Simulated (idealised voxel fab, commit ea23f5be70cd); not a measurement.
process module | voxel spacer lines
cross-section cut | 295 nm wide | cells 5 nm
A cross-section is a grid of square cells, given in bands from the top down. A band is one or more rows of cells.
Each band's line starts with the height of the band's top and of its bottom, in nm. Then come its materials from left to right, each with its width in nm. One material with "throughout" fills the band from edge to edge. "air" is empty space.
Height 0 is the level under which the wafer as received is all one material. The lowest band goes on downwards, as in "0 down".
A width such as "30 to 40" changes by the same amount from each row of cells to the next, from the band's top row to its bottom row.
"no change" after a step means that no cell of the cross-section changed.
closed voids: empty space of 8 cells or more with no open way to the top, each as width x height at its distance from the left edge, in nm
after a step's settings: what the simulator itself notes on the step
overlay nm, on a step with a mask: how far to the right of its planned place the mask lay; to the left if negative
plan
1 op RECEIVE | material Si
2 op CONFORMAL_DEP | material Al2O3 | thk nm 10
3 op DIRECTIONAL_DEP | material TiN | thk nm 15
4 op DIRECTIONAL_DEP | material polySi | thk nm 30
5 op PATTERN | tone cover | mask id MANDREL | material resist | width nm 15 | pitch nm 50 | thk nm 35 | overlay nm 0
6 op DIRECTIONAL_ETCH | etch materials polySi | depth nm 30
7 op STRIP | etch materials resist
8 op CONFORMAL_DEP | material SiN | thk nm 10
9 op DIRECTIONAL_ETCH | etch materials SiN | depth nm 10
10 op STRIP | etch materials polySi
11 op DIRECTIONAL_ETCH | etch materials TiN | depth nm 15
12 op STRIP | etch materials SiN
13 op FILL_DEP | material SiO2 | thk nm 10
14 op CMP | height nm 25
first wafer, as planned
as received, after step 1
  0 down: Si throughout
  closed voids: none
after step 2
  10 to 0: Al2O3 throughout
  below 0: unchanged
after step 3
  25 to 10: TiN throughout
  below 10: unchanged
after step 4
  55 to 25: polySi throughout
  below 25: unchanged
after step 5
  90 to 55: air 115 | resist 15 | air 35 | resist 15 | air 115
  below 55: unchanged
after step 6
  90 to 55: air 115 | resist 15 | air 35 | resist 15 | air 115
  55 to 25: air 115 | polySi 15 | air 35 | polySi 15 | air 115
  below 25: unchanged
after step 7
  55 to 25: air 115 | polySi 15 | air 35 | polySi 15 | air 115
  below 25: unchanged
after step 8
  65 to 55: air 105 | SiN 35 | air 15 | SiN 35 | air 105
  55 to 35: air 105 | SiN 10 | polySi 15 | SiN 10 | air 15 | SiN 10 | polySi 15 | SiN 10 | air 105
  35 to 25: SiN 115 | polySi 15 | SiN 35 | polySi 15 | SiN 115
  below 25: unchanged
after step 9
  55 to 25: air 105 | SiN 10 | polySi 15 | SiN 10 | air 15 | SiN 10 | polySi 15 | SiN 10 | air 105
  below 25: unchanged
after step 10
  55 to 25: air 105 | SiN 10 | air 15 | SiN 10 | air 15 | SiN 10 | air 15 | SiN 10 | air 105
  below 25: unchanged
after step 11
  55 to 25: air 105 | SiN 10 | air 15 | SiN 10 | air 15 | SiN 10 | air 15 | SiN 10 | air 105
  25 to 10: air 105 | TiN 10 | air 15 | TiN 10 | air 15 | TiN 10 | air 15 | TiN 10 | air 105
  below 10: unchanged
after step 12
  25 to 10: air 105 | TiN 10 | air 15 | TiN 10 | air 15 | TiN 10 | air 15 | TiN 10 | air 105
  below 10: unchanged
after step 13
  35 to 25: SiO2 throughout
  25 to 10: SiO2 105 | TiN 10 | SiO2 15 | TiN 10 | SiO2 15 | TiN 10 | SiO2 15 | TiN 10 | SiO2 105
  below 10: unchanged
after step 14
  25 to 10: SiO2 105 | TiN 10 | SiO2 15 | TiN 10 | SiO2 15 | TiN 10 | SiO2 15 | TiN 10 | SiO2 105
  below 10: unchanged
second wafer: like start, like plan, one mistake. Through step 12 it matches the first wafer
when step 13 should have ended
  35 to 25: Al2O3 throughout
  25 to 10: Al2O3 105 | TiN 10 | Al2O3 15 | TiN 10 | Al2O3 15 | TiN 10 | Al2O3 15 | TiN 10 | Al2O3 105
  below 10: unchanged
when step 14 should have ended
  25 to 10: Al2O3 105 | TiN 10 | Al2O3 15 | TiN 10 | Al2O3 15 | TiN 10 | Al2O3 15 | TiN 10 | Al2O3 105
  below 10: unchanged
what went wrong: step 13 ran as: op FILL_DEP | material Al2O3 | thk nm 10
at the end the second wafer has, in cells: 153 more of Al2O3 | 153 fewer of SiO2
